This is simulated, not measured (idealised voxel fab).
process module | voxel released beams
cross-section cut | 285 nm wide | cells 5 nm
A cross-section is a grid of square cells, given in bands from the top down. A band is one or more rows of cells.
Each band's line starts with the height of the band's top and of its bottom, in nm. Then come its materials from left to right, each with its width in nm. One material with "throughout" fills the band from edge to edge. "air" is empty space.
Height 0 is the level under which the wafer as received is all one material. The lowest band goes on downwards, as in "0 down".
A width such as "30 to 40" changes by the same amount from each row of cells to the next, from the band's top row to its bottom row.
"no change" after a step means that no cell of the cross-section changed.
closed voids: empty space of 8 cells or more with no open way to the top, each as width x height at its distance from the left edge, in nm
after a step's settings: what the simulator itself notes on the step
overlay nm, on a step with a mask: how far to the right of its planned place the mask lay; to the left if negative
plan
1 op RECEIVE | material Si
2 op CONFORMAL_DEP | material SiN | thk nm 10
3 op DIRECTIONAL_DEP | material SiO2 | thk nm 10
4 op MASKED_ETCH | tone open | mask id ANCHOR | width nm 30 | etch materials SiO2 | depth nm 10 | overlay nm 0
5 op CONFORMAL_DEP | material polySi | thk nm 10
6 op DIRECTIONAL_DEP | material aC | thk nm 15
7 op PATTERN | tone cover | mask id BEAM | material resist | width nm 110 | thk nm 30 | overlay nm 0
8 op DIRECTIONAL_ETCH | etch materials aC | depth nm 15
9 op STRIP | etch materials resist
10 op DIRECTIONAL_ETCH | etch materials polySi | depth nm 10
11 op STRIP | etch materials aC
12 op STRIP | etch materials SiO2
as received, after step 1
  0 down: Si throughout
  closed voids: none
a wafer at the end: this start, this plan, one mistake
  30 to 20: air 85 | polySi 45 | air 155
  20 to 10: air 80 | polySi 10 | SiO2 30 | polySi 75 | air 90
  10 to 0: SiN throughout
  0 down: Si throughout
  closed voids: none
what went wrong: step 4 ran as: op MASKED_ETCH | tone cover | mask id ANCHOR | width nm 30 | etch materials SiO2 | depth nm 10 | overlay nm 0
